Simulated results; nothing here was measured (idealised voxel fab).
The document below concerns the process module designated voxel ribs on slabs.
We display cut, a cross-section 150 nm in width whose square cells are each 5 nm.
Cross-section layout: square cells on a grid; listed as bands, top to bottom; a band spans one or more cell rows. In this notation a band is specified by the heights of its top and bottom, in that order and in nm, after which its materials appear from left to right, each paired with its width in nm. The word "everywhere" attached to a single material means that material fills the band from edge to edge; the word "blank" stands for empty space. Note: height 0 marks the level under which the wafer is uniformly one material as received. Lowest band unbounded below, written "0..down". So if you see something like "30->40" for the width, read it as the top row of the band sitting at the first number and the bottom row at the second, with every row in between moving by the same amount as the last. "nothing changed" (step): cross-section cells unchanged, all of them. The label "Internal closed voids" introduces a list of the empty spaces, 8 cells or larger, that have no open way up to the top; each entry in it reads width x height at distance, where the distance is taken from the left edge and all three are stated in nm. It should be noted that, on the line of a given step, the content following the step's settings is a remark produced by the simulator itself with respect to that step. For masked steps, "overlay nm" on the step line gives how far right of plan the mask actually lay; a minus sign means it lay to the left. Pairs from here to the end. Each: cross-section before one process step, cross-section after it, the latter only as far down as the lowest band that changed. Under each: the step between, and its settings. Mind that the pairs may be taken from different runs of this module on the same starting wafer; whether a pair continues from the pair above depends on its entry headed "Pre-processing view", and it does only where that entry says so.
### Pre-processing view
- 0..down = Si everywhere
- Internal closed voids: none
### Resulting Cross-Section
- 30..0 = SiO2 everywhere
- Everything under 0 stays put, no change at all.
- Internal closed voids: none
Q: step between the cross-sections above? A: op DIRECTIONAL_DEP | material SiO2 | thk nm 30
Pre-processing view: nothing new to draw here, it's the after view of the pair just above.
### Resulting Cross-Section
- 45..30 = SiN everywhere
- Everything under 30 stays put, no change at all.
- Internal closed voids: none
Q: step between the cross-sections above? A: op DIRECTIONAL_DEP | material SiN | thk nm 15
Pre-processing view: nothing new to draw here, it's the after view of the pair just above.
### Resulting Cross-Section
- 45..40 = blank (60), then SiN (30), then blank (60)
- Everything under 40 stays put, no change at all.
- Internal closed voids: none
Q: step between the cross-sections above? A: op MASKED_ETCH | tone cover | mask id RIB | width nm 30 | etch materials SiN | depth nm 5 | overlay nm 0
Pre-processing view: nothing new to draw here, it's the after view of the pair just above.
### Resulting Cross-Section
- 65..45 = blank (45), then resist (60), then blank (45)
- 45..40 = blank (45), then resist (15), then SiN (30), then resist (15), then blank (45)
- Everything under 40 stays put, no change at all.
- Internal closed voids: none
Q: step between the cross-sections above? A: op PATTERN | tone cover | mask id SLAB | material resist | width nm 60 | thk nm 20 | overlay nm 0
Pre-processing view: nothing new to draw here, it's the after view of the pair just above.
### Resulting Cross-Section
- 65..45 = blank (45), then resist (60), then blank (45)
- 45..40 = blank (45), then resist (15), then SiN (30), then resist (15), then blank (45)
- 40..30 = blank (45), then SiN (60), then blank (45)
- Everything under 30 stays put, no change at all.
- Internal closed voids: none
Q: step between the cross-sections above? A: op DIRECTIONAL_ETCH | etch materials SiN | depth nm 10
Pre-processing view: nothing new to draw here, it's the after view of the pair just above.
### Resulting Cross-Section
- 45..40 = blank (60), then SiN (30), then blank (60)
- Everything under 40 stays put, no change at all.
- Internal closed voids: none
Q: step between the cross-sections above? A: op STRIP | etch materials resist
Pre-processing view: nothing new to draw here, it's the after view of the pair just above.
### Resulting Cross-Section
- 65..45 = SiO2 everywhere
- 45..40 = SiO2 (60), then SiN (30), then SiO2 (60)
- 40..30 = SiO2 (45), then SiN (60), then SiO2 (45)
- Everything under 30 stays put, no change at all.
- Internal closed voids: none
Q: step between the cross-sections above? A: op FILL_DEP | material SiO2 | thk nm 20
Pre-processing view: nothing new to draw here, it's the after view of the pair just above.
### Resulting Cross-Section
- 55..45 = SiO2 everywhere
- Everything under 45 stays put, no change at all.
- Internal closed voids: none
Q: step between the cross-sections above? A: op CMP | height nm 55
Pre-processing view: nothing new to draw here, it's the after view of the pair just above.
### Resulting Cross-Section
- 65..55 = TiN everywhere
- Everything under 55 stays put, no change at all.
- Internal closed voids: none
Q: step between the cross-sections above? A: op DIRECTIONAL_DEP | material TiN | thk nm 10
Pre-processing view: nothing new to draw here, it's the after view of the pair just above.
### Resulting Cross-Section
- 65..55 = blank (55), then TiN (40), then blank (55)
- Everything under 55 stays put, no change at all.
- Internal closed voids: none
Q: step between the cross-sections above? A: op MASKED_ETCH | tone cover | mask id HEATER | width nm 40 | etch materials TiN | depth nm 10 | overlay nm 0
Pre-processing view: nothing new to draw here, it's the after view of the pair just above.
### Resulting Cross-Section
- 70..65 = blank (50), then SiO2 (50), then blank (50)
- 65..60 = blank (50), then SiO2 (5), then TiN (40), then SiO2 (5), then blank (50)
- 60..55 = SiO2 (55), then TiN (40), then SiO2 (55)
- Everything under 55 stays put, no change at all.
- Internal closed voids: none
Q: step between the cross-sections above? A: op CONFORMAL_DEP | material SiO2 | thk nm 5
### Pre-processing view
- 45..30 = SiN everywhere
- 30..0 = SiO2 everywhere
- 0..down = Si everywhere
- Internal closed voids: none
### Resulting Cross-Section
- 60..30 = SiN everywhere
- Everything under 30 stays put, no change at all.
- Internal closed voids: none
Q: step between the cross-sections above? A: op DIRECTIONAL_DEP | material SiN | thk nm 15
Pre-processing view: nothing new to draw here, it's the after view of the pair just above.
### Resulting Cross-Section
- 60..55 = blank (60), then SiN (30), then blank (60)
- Everything under 55 stays put, no change at all.
- Internal closed voids: none
Q: step between the cross-sections above? A: op MASKED_ETCH | tone cover | mask id RIB | width nm 30 | etch materials SiN | depth nm 5 | overlay nm 0
Pre-processing view: nothing new to draw here, it's the after view of the pair just above.
### Resulting Cross-Section
- 80..60 = blank (45), then resist (60), then blank (45)
- 60..55 = blank (45), then resist (15), then SiN (30), then resist (15), then blank (45)
- Everything under 55 stays put, no change at all.
- Internal closed voids: none
Q: step between the cross-sections above? A: op PATTERN | tone cover | mask id SLAB | material resist | width nm 60 | thk nm 20 | overlay nm 0
Pre-processing view: nothing new to draw here, it's the after view of the pair just above.
### Resulting Cross-Section
- 80..60 = blank (45), then resist (60), then blank (45)
- 60..55 = blank (45), then resist (15), then SiN (30), then resist (15), then blank (45)
- 55..45 = blank (45), then SiN (60), then blank (45)
- Everything under 45 stays put, no change at all.
- Internal closed voids: none
Q: step between the cross-sections above? A: op DIRECTIONAL_ETCH | etch materials SiN | depth nm 10
Pre-processing view: nothing new to draw here, it's the after view of the pair just above.
### Resulting Cross-Section
- 60..55 = blank (60), then SiN (30), then blank (60)
- Everything under 55 stays put, no change at all.
- Internal closed voids: none
Q: step between the cross-sections above? A: op STRIP | etch materials resist
Pre-processing view: nothing new to draw here, it's the after view of the pair just above.
### Resulting Cross-Section
- 80..60 = SiO2 everywhere
- 60..55 = SiO2 (60), then SiN (30), then SiO2 (60)
- 55..45 = SiO2 (45), then SiN (60), then SiO2 (45)
- Everything under 45 stays put, no change at all.
- Internal closed voids: none
Q: step between the cross-sections above? A: op FILL_DEP | material SiO2 | thk nm 20
Pre-processing view: nothing new to draw here, it's the after view of the pair just above.
### Resulting Cross-Section
- 55..45 = SiO2 (45), then SiN (60), then SiO2 (45)
- Everything under 45 stays put, no change at all.
- Internal closed voids: none
Q: step between the cross-sections above? A: op CMP | height nm 55
Pre-processing view: nothing new to draw here, it's the after view of the pair just above.
### Resulting Cross-Section
- 65..55 = TiN everywhere
- Everything under 55 stays put, no change at all.
- Internal closed voids: none
Q: step between the cross-sections above? A: op DIRECTIONAL_DEP | material TiN | thk nm 10
Pre-processing view: nothing new to draw here, it's the after view of the pair just above.
### Resulting Cross-Section
- 65..55 = blank (55), then TiN (40), then blank (55)
- Everything under 55 stays put, no change at all.
- Internal closed voids: none
Q: step between the cross-sections above? A: op MASKED_ETCH | tone cover | mask id HEATER | width nm 40 | etch materials TiN | depth nm 10 | overlay nm 0
Pre-processing view: nothing new to draw here, it's the after view of the pair just above.
### Resulting Cross-Section
- 70..65 = blank (50), then SiO2 (50), then blank (50)
- 65..60 = blank (50), then SiO2 (5), then TiN (40), then SiO2 (5), then blank (50)
- 60..55 = SiO2 (55), then TiN (40), then SiO2 (55)
- Everything under 55 stays put, no change at all.
- Internal closed voids: none
Q: step between the cross-sections above? A: op CONFORMAL_DEP | material SiO2 | thk nm 5
### Pre-processing view
- 0..down = Si everywhere
- Internal closed voids: none
### Resulting Cross-Section
- 15..0 = SiN everywhere
- Everything under 0 stays put, no change at all.
- Internal closed voids: none
Q: step between the cross-sections above? A: op DIRECTIONAL_DEP | material SiN | thk nm 15
Pre-processing view: nothing new to draw here, it's the after view of the pair just above.
### Resulting Cross-Section
- 45..15 = SiO2 everywhere
- Everything under 15 stays put, no change at all.
- Internal closed voids: none
Q: step between the cross-sections above? A: op DIRECTIONAL_DEP | material SiO2 | thk nm 30
Pre-processing view: nothing new to draw here, it's the after view of the pair just above.
### Resulting Cross-Section
- 65..45 = blank (45), then resist (60), then blank (45)
- Everything under 45 stays put, no change at all.
- Internal closed voids: none
Q: step between the cross-sections above? A: op PATTERN | tone cover | mask id SLAB | material resist | width nm 60 | thk nm 20 | overlay nm 0
Pre-processing view: nothing new to draw here, it's the after view of the pair just above.
### Resulting Cross-Section
- 45..15 = SiO2 everywhere
- Everything under 15 stays put, no change at all.
- Internal closed voids: none
Q: step between the cross-sections above? A: op STRIP | etch materials resist
Pre-processing view: nothing new to draw here, it's the after view of the pair just above.
### Resulting Cross-Section
- 65..15 = SiO2 everywhere
- Everything under 15 stays put, no change at all.
- Internal closed voids: none
Q: step between the cross-sections above? A: op FILL_DEP | material SiO2 | thk nm 20
Pre-processing view: nothing new to draw here, it's the after view of the pair just above.
### Resulting Cross-Section
- 55..15 = SiO2 everywhere
- Everything under 15 stays put, no change at all.
- Internal closed voids: none
Q: step between the cross-sections above? A: op CMP | height nm 55
Pre-processing view: nothing new to draw here, it's the after view of the pair just above.
### Resulting Cross-Section
- 65..55 = TiN everywhere
- Everything under 55 stays put, no change at all.
- Internal closed voids: none
Q: step between the cross-sections above? A: op DIRECTIONAL_DEP | material TiN | thk nm 10
Pre-processing view: nothing new to draw here, it's the after view of the pair just above.
### Resulting Cross-Section
- 65..55 = blank (55), then TiN (40), then blank (55)
- Everything under 55 stays put, no change at all.
- Internal closed voids: none
Q: step between the cross-sections above? A: op MASKED_ETCH | tone cover | mask id HEATER | width nm 40 | etch materials TiN | depth nm 10 | overlay nm 0
Pre-processing view: nothing new to draw here, it's the after view of the pair just above.
### Resulting Cross-Section
- 70..65 = blank (50), then SiO2 (50), then blank (50)
- 65..60 = blank (50), then SiO2 (5), then TiN (40), then SiO2 (5), then blank (50)
- 60..55 = SiO2 (55), then TiN (40), then SiO2 (55)
- Everything under 55 stays put, no change at all.
- Internal closed voids: none
Q: step between the cross-sections above? A: op CONFORMAL_DEP | material SiO2 | thk nm 5
### Pre-processing view
- 65..45 = blank (45), then resist (60), then blank (45)
- 45..40 = blank (45), then resist (15), then SiN (30), then resist (15), then blank (45)
- 40..30 = SiN everywhere
- 30..0 = SiO2 everywhere
- 0..down = Si everywhere
- Internal closed voids: none
### Resulting Cross-Section
- 65..45 = blank (45), then resist (60), then blank (45)
- 45..40 = blank (45), then resist (15), then SiN (30), then resist (15), then blank (45)
- 40..35 = blank (45), then SiN (60), then blank (45)
- Everything under 35 stays put, no change at all.
- Internal closed voids: none
Q: step between the cross-sections above? A: op DIRECTIONAL_ETCH | etch materials SiN | depth nm 5
Pre-processing view: nothing new to draw here, it's the after view of the pair just above.
### Resulting Cross-Section
- 45..35 = blank (60->45), then SiN (30->60), then blank (60->45)
- Everything under 35 stays put, no change at all.
- Internal closed voids: none
Q: step between the cross-sections above? A: op STRIP | etch materials resist
Pre-processing view: nothing new to draw here, it's the after view of the pair just above.
### Resulting Cross-Section
- 65..45 = SiO2 everywhere
- 45..35 = SiO2 (60->45), then SiN (30->60), then SiO2 (60->45)
- Everything under 35 stays put, no change at all.
- Internal closed voids: none
Q: step between the cross-sections above? A: op FILL_DEP | material SiO2 | thk nm 20
Pre-processing view: nothing new to draw here, it's the after view of the pair just above.
### Resulting Cross-Section
- 55..45 = SiO2 everywhere
- Everything under 45 stays put, no change at all.
- Internal closed voids: none
Q: step between the cross-sections above? A: op CMP | height nm 55
Pre-processing view: nothing new to draw here, it's the after view of the pair just above.
### Resulting Cross-Section
- 65..55 = TiN everywhere
- Everything under 55 stays put, no change at all.
- Internal closed voids: none
Q: step between the cross-sections above? A: op DIRECTIONAL_DEP | material TiN | thk nm 10
Pre-processing view: nothing new to draw here, it's the after view of the pair just above.
### Resulting Cross-Section
- 65..55 = blank (55), then TiN (40), then blank (55)
- Everything under 55 stays put, no change at all.
- Internal closed voids: none
Q: step between the cross-sections above? A: op MASKED_ETCH | tone cover | mask id HEATER | width nm 40 | etch materials TiN | depth nm 10 | overlay nm 0
Pre-processing view: nothing new to draw here, it's the after view of the pair just above.
### Resulting Cross-Section
- 70..65 = blank (50), then SiO2 (50), then blank (50)
- 65..60 = blank (50), then SiO2 (5), then TiN (40), then SiO2 (5), then blank (50)
- 60..55 = SiO2 (55), then TiN (40), then SiO2 (55)
- Everything under 55 stays put, no change at all.
- Internal closed voids: none
Q: step between the cross-sections above? A: op CONFORMAL_DEP | material SiO2 | thk nm 5
### Pre-processing view
- 45..40 = blank (60), then SiN (30), then blank (60)
- 40..30 = SiN everywhere
- 30..0 = SiO2 everywhere
- 0..down = Si everywhere
- Internal closed voids: none
### Resulting Cross-Section
- 65..45 = blank (45), then resist (65), then blank (40)
- 45..40 = blank (45), then resist (15), then SiN (30), then resist (20), then blank (40)
- Everything under 40 stays put, no change at all.
- Internal closed voids: none
Q: step between the cross-sections above? A: op PATTERN | tone cover | mask id SLAB | material resist | width nm 65 | thk nm 20 | overlay nm 0
Pre-processing view: nothing new to draw here, it's the after view of the pair just above.
### Resulting Cross-Section
- 65..45 = blank (45), then resist (65), then blank (40)
- 45..40 = blank (45), then resist (15), then SiN (30), then resist (20), then blank (40)
- 40..30 = blank (45), then SiN (65), then blank (40)
- Everything under 30 stays put, no change at all.
- Internal closed voids: none
Q: step between the cross-sections above? A: op DIRECTIONAL_ETCH | etch materials SiN | depth nm 10
Pre-processing view: nothing new to draw here, it's the after view of the pair just above.
### Resulting Cross-Section
- 45..40 = blank (60), then SiN (30), then blank (60)
- Everything under 40 stays put, no change at all.
- Internal closed voids: none
Q: step between the cross-sections above? A: op STRIP | etch materials resist
Pre-processing view: nothing new to draw here, it's the after view of the pair just above.
### Resulting Cross-Section
- 65..45 = SiO2 everywhere
- 45..40 = SiO2 (60), then SiN (30), then SiO2 (60)
- 40..30 = SiO2 (45), then SiN (65), then SiO2 (40)
- Everything under 30 stays put, no change at all.
- Internal closed voids: none
Q: step between the cross-sections above? A: op FILL_DEP | material SiO2 | thk nm 20
Pre-processing view: nothing new to draw here, it's the after view of the pair just above.
### Resulting Cross-Section
- 55..45 = SiO2 everywhere
- Everything under 45 stays put, no change at all.
- Internal closed voids: none
Q: step between the cross-sections above? A: op CMP | height nm 55
Pre-processing view: nothing new to draw here, it's the after view of the pair just above.
### Resulting Cross-Section
- 65..55 = TiN everywhere
- Everything under 55 stays put, no change at all.
- Internal closed voids: none
Q: step between the cross-sections above? A: op DIRECTIONAL_DEP | material TiN | thk nm 10
Pre-processing view: nothing new to draw here, it's the after view of the pair just above.
### Resulting Cross-Section
- 65..55 = blank (55), then TiN (40), then blank (55)
- Everything under 55 stays put, no change at all.
- Internal closed voids: none
Q: step between the cross-sections above? A: op MASKED_ETCH | tone cover | mask id HEATER | width nm 40 | etch materials TiN | depth nm 10 | overlay nm 0
Pre-processing view: nothing new to draw here, it's the after view of the pair just above.
### Resulting Cross-Section
- 70..65 = blank (50), then SiO2 (50), then blank (50)
- 65..60 = blank (50), then SiO2 (5), then TiN (40), then SiO2 (5), then blank (50)
- 60..55 = SiO2 (55), then TiN (40), then SiO2 (55)
- Everything under 55 stays put, no change at all.
- Internal closed voids: none
Q: step between the cross-sections above? A: op CONFORMAL_DEP | material SiO2 | thk nm 5
### Pre-processing view
- 45..30 = SiN everywhere
- 30..0 = SiO2 everywhere
- 0..down = Si everywhere
- Internal closed voids: none
### Resulting Cross-Section
- 45..40 = blank (50), then SiN (30), then blank (70)
- Everything under 40 stays put, no change at all.
- Internal closed voids: none
Q: step between the cross-sections above? A: op MASKED_ETCH | tone cover | mask id RIB | width nm 30 | etch materials SiN | depth nm 5 | overlay nm -10
Pre-processing view: nothing new to draw here, it's the after view of the pair just above.
### Resulting Cross-Section
- 65..45 = blank (45), then resist (60), then blank (45)
- 45..40 = blank (45), then resist (5), then SiN (30), then resist (25), then blank (45)
- Everything under 40 stays put, no change at all.
- Internal closed voids: none
Q: step between the cross-sections above? A: op PATTERN | tone cover | mask id SLAB | material resist | width nm 60 | thk nm 20 | overlay nm 0
Pre-processing view: nothing new to draw here, it's the after view of the pair just above.
### Resulting Cross-Section
- 65..45 = blank (45), then resist (60), then blank (45)
- 45..40 = blank (45), then resist (5), then SiN (30), then resist (25), then blank (45)
- 40..30 = blank (45), then SiN (60), then blank (45)
- Everything under 30 stays put, no change at all.
- Internal closed voids: none
Q: step between the cross-sections above? A: op DIRECTIONAL_ETCH | etch materials SiN | depth nm 10
Pre-processing view: nothing new to draw here, it's the after view of the pair just above.
### Resulting Cross-Section
- 45..40 = blank (50), then SiN (30), then blank (70)
- Everything under 40 stays put, no change at all.
- Internal closed voids: none
Q: step between the cross-sections above? A: op STRIP | etch materials resist
Pre-processing view: nothing new to draw here, it's the after view of the pair just above.
### Resulting Cross-Section
- 65..45 = SiO2 everywhere
- 45..40 = SiO2 (50), then SiN (30), then SiO2 (70)
- 40..30 = SiO2 (45), then SiN (60), then SiO2 (45)
- Everything under 30 stays put, no change at all.
- Internal closed voids: none
Q: step between the cross-sections above? A: op FILL_DEP | material SiO2 | thk nm 20
Pre-processing view: nothing new to draw here, it's the after view of the pair just above.
### Resulting Cross-Section
- 55..45 = SiO2 everywhere
- Everything under 45 stays put, no change at all.
- Internal closed voids: none
Q: step between the cross-sections above? A: op CMP | height nm 55
Pre-processing view: nothing new to draw here, it's the after view of the pair just above.
### Resulting Cross-Section
- 65..55 = TiN everywhere
- Everything under 55 stays put, no change at all.
- Internal closed voids: none
Q: step between the cross-sections above? A: op DIRECTIONAL_DEP | material TiN | thk nm 10
Pre-processing view: nothing new to draw here, it's the after view of the pair just above.
### Resulting Cross-Section
- 65..55 = blank (55), then TiN (40), then blank (55)
- Everything under 55 stays put, no change at all.
- Internal closed voids: none
Q: step between the cross-sections above? A: op MASKED_ETCH | tone cover | mask id HEATER | width nm 40 | etch materials TiN | depth nm 10 | overlay nm 0
Pre-processing view: nothing new to draw here, it's the after view of the pair just above.
### Resulting Cross-Section
- 70..65 = blank (50), then SiO2 (50), then blank (50)
- 65..60 = blank (50), then SiO2 (5), then TiN (40), then SiO2 (5), then blank (50)
- 60..55 = SiO2 (55), then TiN (40), then SiO2 (55)
- Everything under 55 stays put, no change at all.
- Internal closed voids: none
Q: step between the cross-sections above? A: op CONFORMAL_DEP | material SiO2 | thk nm 5
### Pre-processing view
- 55..45 = SiO2 everywhere
- 45..40 = SiO2 (60), then SiN (30), then SiO2 (60)
- 40..30 = SiO2 (45), then SiN (60), then SiO2 (45)
- 30..0 = SiO2 everywhere
- 0..down = Si everywhere
- Internal closed voids: none
### Resulting Cross-Section
- 65..55 = SiN everywhere
- Everything under 55 stays put, no change at all.
- Internal closed voids: none
Q: step between the cross-sections above? A: op DIRECTIONAL_DEP | material SiN | thk nm 10
Pre-processing view: nothing new to draw here, it's the after view of the pair just above.
### Resulting Cross-Section
- 70..65 = SiO2 everywhere
- Everything under 65 stays put, no change at all.
- Internal closed voids: none
Q: step between the cross-sections above? A: op CONFORMAL_DEP | material SiO2 | thk nm 5
### Pre-processing view
- 45..40 = blank (60), then SiN (30), then blank (60)
- 40..30 = SiN everywhere
- 30..0 = SiO2 everywhere
- 0..down = Si everywhere
- Internal closed voids: none
### Resulting Cross-Section
- 65..45 = resist (45), then blank (60), then resist (45)
- 45..40 = resist (45), then blank (15), then SiN (30), then blank (15), then resist (45)
- Everything under 40 stays put, no change at all.
- Internal closed voids: none
Q: step between the cross-sections above? A: op PATTERN | tone open | mask id SLAB | material resist | width nm 60 | thk nm 20 | overlay nm 0
Pre-processing view: nothing new to draw here, it's the after view of the pair just above.
### Resulting Cross-Section
- 65..40 = resist (45), then blank (60), then resist (45)
- 40..35 = SiN (45), then blank (60), then SiN (45)
- 35..30 = SiN (45), then blank (15), then SiN (30), then blank (15), then SiN (45)
- Everything under 30 stays put, no change at all.
- Internal closed voids: none
Q: step between the cross-sections above? A: op DIRECTIONAL_ETCH | etch materials SiN | depth nm 10
Pre-processing view: nothing new to draw here, it's the after view of the pair just above.
### Resulting Cross-Section
- 40..35 = SiN (45), then blank (60), then SiN (45)
- Everything under 35 stays put, no change at all.
- Internal closed voids: none
Q: step between the cross-sections above? A: op STRIP | etch materials resist
Pre-processing view: nothing new to draw here, it's the after view of the pair just above.
### Resulting Cross-Section
- 60..40 = SiO2 everywhere
- 40..35 = SiN (45), then SiO2 (60), then SiN (45)
- 35..30 = SiN (45), then SiO2 (15), then SiN (30), then SiO2 (15), then SiN (45)
- Everything under 30 stays put, no change at all.
- Internal closed voids: none
Q: step between the cross-sections above? A: op FILL_DEP | material SiO2 | thk nm 20
Pre-processing view: nothing new to draw here, it's the after view of the pair just above.
### Resulting Cross-Section
- 55..40 = SiO2 everywhere
- Everything under 40 stays put, no change at all.
- Internal closed voids: none
Q: step between the cross-sections above? A: op CMP | height nm 55
Pre-processing view: nothing new to draw here, it's the after view of the pair just above.
### Resulting Cross-Section
- 65..55 = TiN everywhere
- Everything under 55 stays put, no change at all.
- Internal closed voids: none
Q: step between the cross-sections above? A: op DIRECTIONAL_DEP | material TiN | thk nm 10
Pre-processing view: nothing new to draw here, it's the after view of the pair just above.
### Resulting Cross-Section
- 65..55 = blank (55), then TiN (40), then blank (55)
- Everything under 55 stays put, no change at all.
- Internal closed voids: none
Q: step between the cross-sections above? A: op MASKED_ETCH | tone cover | mask id HEATER | width nm 40 | etch materials TiN | depth nm 10 | overlay nm 0
Pre-processing view: nothing new to draw here, it's the after view of the pair just above.
### Resulting Cross-Section
- 70..65 = blank (50), then SiO2 (50), then blank (50)
- 65..60 = blank (50), then SiO2 (5), then TiN (40), then SiO2 (5), then blank (50)
- 60..55 = SiO2 (55), then TiN (40), then SiO2 (55)
- Everything under 55 stays put, no change at all.
- Internal closed voids: none
Q: step between the cross-sections above? A: op CONFORMAL_DEP | material SiO2 | thk nm 5
